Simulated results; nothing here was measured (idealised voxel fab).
The name of this process module is voxel self aligned vias.
215 nm wide, 5 nm square cells: that's cross-section cut.
In this document a cross-section is written as a grid of square cells. It is given as a series of bands, listed from the top down, and a band is one or more rows of cells.
In this notation a band is specified by the heights of its top and bottom, in that order and in nm, after which its materials appear from left to right, each paired with its width in nm. The word "everywhere" attached to a single material means that material fills the band from edge to edge; the word "empty" stands for empty space.
The level at which height equals 0 is the one under which the wafer, as it arrives, is entirely one material. No lower edge exists for the bottom band, which continues downward and is notated as in "top 0, no bottom".
The expression "30->40" gives the width at the extremes of the band, the first number at its top row of cells and the second at its bottom row, with the width changing by equal amounts from each row to the next in between.
"identical to before" -> step changed no cross-section cell.
Listed in "Closed void inventory": every empty space of 8 or more cells without an open way to the top. Form: width x height at distance, the distance being from the left edge, all in nm.
Note: text after step settings on the step line = simulator remark on that step.
The "overlay nm" setting may appear on a step's line; for a step that uses a mask, it gives how far to the right of its planned position the mask lay, and a negative value indicates the left.

**Planned step list for the process**
1,RECEIVE [material Si]
2,CONFORMAL_DEP [material SiO2] [thk nm 10]
3,CONFORMAL_DEP [material SiCN] [thk nm 5]
4,DIRECTIONAL_DEP [material SiO2] [thk nm 20]
5,DIRECTIONAL_DEP [material aC] [thk nm 15]
6,PATTERN [tone open] [mask id LINES] [material resist] [width nm 20] [pitch nm 60] [thk nm 30] [overlay nm 0]
7,DIRECTIONAL_ETCH [etch materials aC] [depth nm 15]
8,STRIP [etch materials resist]
9,DIRECTIONAL_ETCH [etch materials SiO2] [depth nm 20]
10,STRIP [etch materials aC]
11,CONFORMAL_DEP [material TiN] [thk nm 5]
12,FILL_DEP [material W] [thk nm 10]
13,CMP [height nm 35]
14,SELECTIVE_ETCH [etch materials W Ru TiN] [depth nm 10]
15,FILL_DEP [material SiN] [thk nm 10]
16,CMP [height nm 35]
17,DIRECTIONAL_DEP [material SiO2] [thk nm 15]
18,DIRECTIONAL_DEP [material aC] [thk nm 10]
19,PATTERN [tone open] [mask id VIAS] [material resist] [width nm 30] [thk nm 30] [overlay nm 0]
20,DIRECTIONAL_ETCH [etch materials aC] [depth nm 10]
21,STRIP [etch materials resist]
22,DIRECTIONAL_ETCH [etch materials SiO2] [depth nm 15]
23,DIRECTIONAL_ETCH [etch materials SiN] [depth nm 10]
24,STRIP [etch materials aC]
25,CONFORMAL_DEP [material TiN] [thk nm 5]
26,FILL_DEP [material W] [thk nm 5]
27,CMP [height nm 50]
28,CONFORMAL_DEP [material SiN] [thk nm 5]

**As-received state of the wafer in cross-section, equivalent to post-step 1**
	top 0, no bottom = Si everywhere
	Closed void inventory: none

**End-of-module XS, first of two wafers, run as planned**
	top 55, bottom 50 = SiN everywhere
	top 50, bottom 40 = SiO2 60 nm, then TiN 5 nm, then W 20 nm, then TiN 5 nm, then SiO2 125 nm
	top 40, bottom 35 = SiO2 60 nm, then TiN 10 nm, then W 10 nm, then TiN 10 nm, then SiO2 125 nm
	top 35, bottom 30 = SiO2 65 nm, then TiN 5 nm, then W 10 nm, then TiN 5 nm, then SiO2 40 nm, then SiN 20 nm, then SiO2 70 nm
	top 30, bottom 25 = SiO2 65 nm, then TiN 20 nm, then SiO2 40 nm, then SiN 20 nm, then SiO2 70 nm
	top 25, bottom 20 = SiO2 65 nm, then TiN 5 nm, then W 10 nm, then TiN 5 nm, then SiO2 40 nm, then TiN 5 nm, then W 10 nm, then TiN 5 nm, then SiO2 70 nm
	top 20, bottom 15 = SiO2 65 nm, then TiN 20 nm, then SiO2 40 nm, then TiN 20 nm, then SiO2 70 nm
	top 15, bottom 10 = SiCN everywhere
	top 10, bottom 0 = SiO2 everywhere
	top 0, no bottom = Si everywhere
	Closed void inventory: none

**This cross-section belongs to the second wafer of two at the end of the module; the start and the plan were shared with the first, and the run included one mistake**
	top 55, bottom 50 = SiN everywhere
	top 50, bottom 40 = SiO2 60 nm, then TiN 5 nm, then W 20 nm, then TiN 5 nm, then SiO2 125 nm
	top 40, bottom 35 = SiO2 60 nm, then TiN 30 nm, then SiO2 125 nm
	top 35, bottom 30 = SiCN everywhere
	top 30, bottom 0 = SiO2 everywhere
	top 0, no bottom = Si everywhere
	Closed void inventory: none
Here's what went sideways: it was found that steps 3 and 4 of the process plan had been performed in exchanged positions
Once processing is complete, comparing cell counts shows that the second wafer has more or fewer of certain materials than the first: SiN: 8 fewer; SiO2: 32 more; TiN: 16 fewer; W: 8 fewer
